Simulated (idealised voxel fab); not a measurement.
process module | voxel gate over fins
cross-section cut | 170 nm wide | cells 5 nm
A cross-section is a grid of square cells, given in bands from the top down. A band is one or more rows of cells.
Each band's line starts with the height of the band's top and of its bottom, in nm. Then come its materials from left to right, each with its width in nm. One material with "throughout" fills the band from edge to edge. "air" is empty space.
Height 0 is the level under which the wafer as received is all one material. The lowest band goes on downwards, as in "0 down".
A width such as "30 to 40" changes by the same amount from each row of cells to the next, from the band's top row to its bottom row.
"no change" after a step means that no cell of the cross-section changed.
closed voids: empty space of 8 cells or more with no open way to the top, each as width x height at its distance from the left edge, in nm
after a step's settings: what the simulator itself notes on the step
overlay nm, on a step with a mask: how far to the right of its planned place the mask lay; to the left if negative
plan
1 op RECEIVE | material Si
2 op CONFORMAL_DEP | material SiN | thk nm 5
3 op DIRECTIONAL_DEP | material aC | thk nm 10
4 op PATTERN | tone cover | mask id FINS | material resist | width nm 15 | pitch nm 60 | thk nm 25 | overlay nm 0
5 op DIRECTIONAL_ETCH | etch materials aC | depth nm 10
6 op STRIP | etch materials resist
7 op DIRECTIONAL_ETCH | etch materials SiN | depth nm 5
8 op DIRECTIONAL_ETCH | etch materials Si | depth nm 30
9 op STRIP | etch materials aC
10 op OXIDIZE | depth nm 5
11 op FILL_DEP | material SiO2 | thk nm 5
12 op CMP | height nm 5
13 op DIRECTIONAL_DEP | material aC | thk nm 15
14 op PATTERN | tone open | mask id RAIL | material resist | width nm 15 | thk nm 30 | overlay nm -15
15 op DIRECTIONAL_ETCH | etch materials aC | depth nm 15
16 op STRIP | etch materials resist
17 op DIRECTIONAL_ETCH | etch materials SiO2 | depth nm 30
18 op STRIP | etch materials aC
19 op CONFORMAL_DEP | material TiN | thk nm 5
20 op FILL_DEP | material W | thk nm 10
21 op CMP | height nm 5
22 op SELECTIVE_ETCH | etch materials W Ru TiN | depth nm 25
23 op FILL_DEP | material SiO2 | thk nm 5
24 op CMP | height nm 5
25 op SELECTIVE_ETCH | etch materials SiO2 | depth nm 20
26 op STRIP | etch materials SiN
27 op CONFORMAL_DEP | material HfO2 | thk nm 5
28 op CONFORMAL_DEP | material TiN | thk nm 5
29 op FILL_DEP | material W | thk nm 10
30 op CMP | height nm 15
31 op CONFORMAL_DEP | material SiCN | thk nm 10
varied across the wafers: overlay nm of step 14. The plan shows the first wafer's value. All wafers start alike
first wafer as received, after step 1
  0 down: Si throughout
  closed voids: none
first wafer at the end, after step 31
  25 to 15: SiCN throughout
  15 to 10: W throughout
  10 to 5: W 10 | TiN 25 | W 35 | TiN 25 | W 35 | TiN 25 | W 15
  5 to 0: W 10 | TiN 5 | HfO2 15 | TiN 5 | W 35 | TiN 5 | HfO2 15 | TiN 5 | W 35 | TiN 5 | HfO2 15 | TiN 5 | W 15
  0 to -5: W 10 | TiN 5 | HfO2 5 | Si 5 | HfO2 5 | TiN 5 | W 35 | TiN 5 | HfO2 5 | Si 5 | HfO2 5 | TiN 5 | W 35 | TiN 5 | HfO2 5 | Si 5 | HfO2 5 | TiN 5 | W 15
  -5 to -10: TiN 15 | HfO2 5 | Si 5 | HfO2 5 | TiN 45 | HfO2 5 | Si 5 | HfO2 5 | TiN 45 | HfO2 5 | Si 5 | HfO2 5 | TiN 20
  -10 to -15: HfO2 20 | Si 5 | HfO2 55 | Si 5 | HfO2 55 | Si 5 | HfO2 25
  -15 to -20: SiO2 20 | Si 5 | SiO2 55 | Si 5 | SiO2 55 | Si 5 | SiO2 25
  -20 to -25: SiO2 20 | Si 5 | SiO2 5 | TiN 15 | SiO2 35 | Si 5 | SiO2 55 | Si 5 | SiO2 25
  -25 to -35: SiO2 20 | Si 5 | SiO2 55 | Si 5 | SiO2 55 | Si 5 | SiO2 25
  -35 down: Si throughout
  closed voids: none
last wafer at the end
  25 to 15: SiCN throughout
  15 to 10: W throughout
  10 to 5: W 10 | TiN 25 | W 35 | TiN 25 | W 35 | TiN 25 | W 15
  5 to 0: W 10 | TiN 5 | HfO2 15 | TiN 5 | W 35 | TiN 5 | HfO2 15 | TiN 5 | W 35 | TiN 5 | HfO2 15 | TiN 5 | W 15
  0 to -5: W 10 | TiN 5 | HfO2 5 | Si 5 | HfO2 5 | TiN 5 | W 35 | TiN 5 | HfO2 5 | Si 5 | HfO2 5 | TiN 5 | W 35 | TiN 5 | HfO2 5 | Si 5 | HfO2 5 | TiN 5 | W 15
  -5 to -10: TiN 15 | HfO2 5 | Si 5 | HfO2 5 | TiN 45 | HfO2 5 | Si 5 | HfO2 5 | TiN 45 | HfO2 5 | Si 5 | HfO2 5 | TiN 20
  -10 to -15: HfO2 20 | Si 5 | HfO2 55 | Si 5 | HfO2 55 | Si 5 | HfO2 25
  -15 to -20: SiO2 20 | Si 5 | SiO2 55 | Si 5 | SiO2 55 | Si 5 | SiO2 25
  -20 to -25: SiO2 20 | Si 5 | SiO2 35 | TiN 15 | SiO2 5 | Si 5 | SiO2 55 | Si 5 | SiO2 25
  -25 to -35: SiO2 20 | Si 5 | SiO2 55 | Si 5 | SiO2 55 | Si 5 | SiO2 25
  -35 down: Si throughout
  closed voids: none
each wafer at the end: cells of each material gained (+) or lost (-) since it was received, then its closed voids
overlay nm -15 | +52 HfO2 | -217 Si | +68 SiCN | +121 SiO2 | +55 TiN | +91 W | closed voids: none
overlay nm -10 | +52 HfO2 | -217 Si | +68 SiCN | +121 SiO2 | +55 TiN | +91 W | closed voids: none
overlay nm -5 | +52 HfO2 | -217 Si | +68 SiCN | +121 SiO2 | +55 TiN | +91 W | closed voids: none
overlay nm 0 | +52 HfO2 | -217 Si | +68 SiCN | +121 SiO2 | +55 TiN | +91 W | closed voids: none
overlay nm 5 | +52 HfO2 | -217 Si | +68 SiCN | +121 SiO2 | +55 TiN | +91 W | closed voids: none
overlay nm 10 | +52 HfO2 | -217 Si | +68 SiCN | +121 SiO2 | +55 TiN | +91 W | closed voids: none
overlay nm 15 | +52 HfO2 | -217 Si | +68 SiCN | +121 SiO2 | +55 TiN | +91 W | closed voids: none
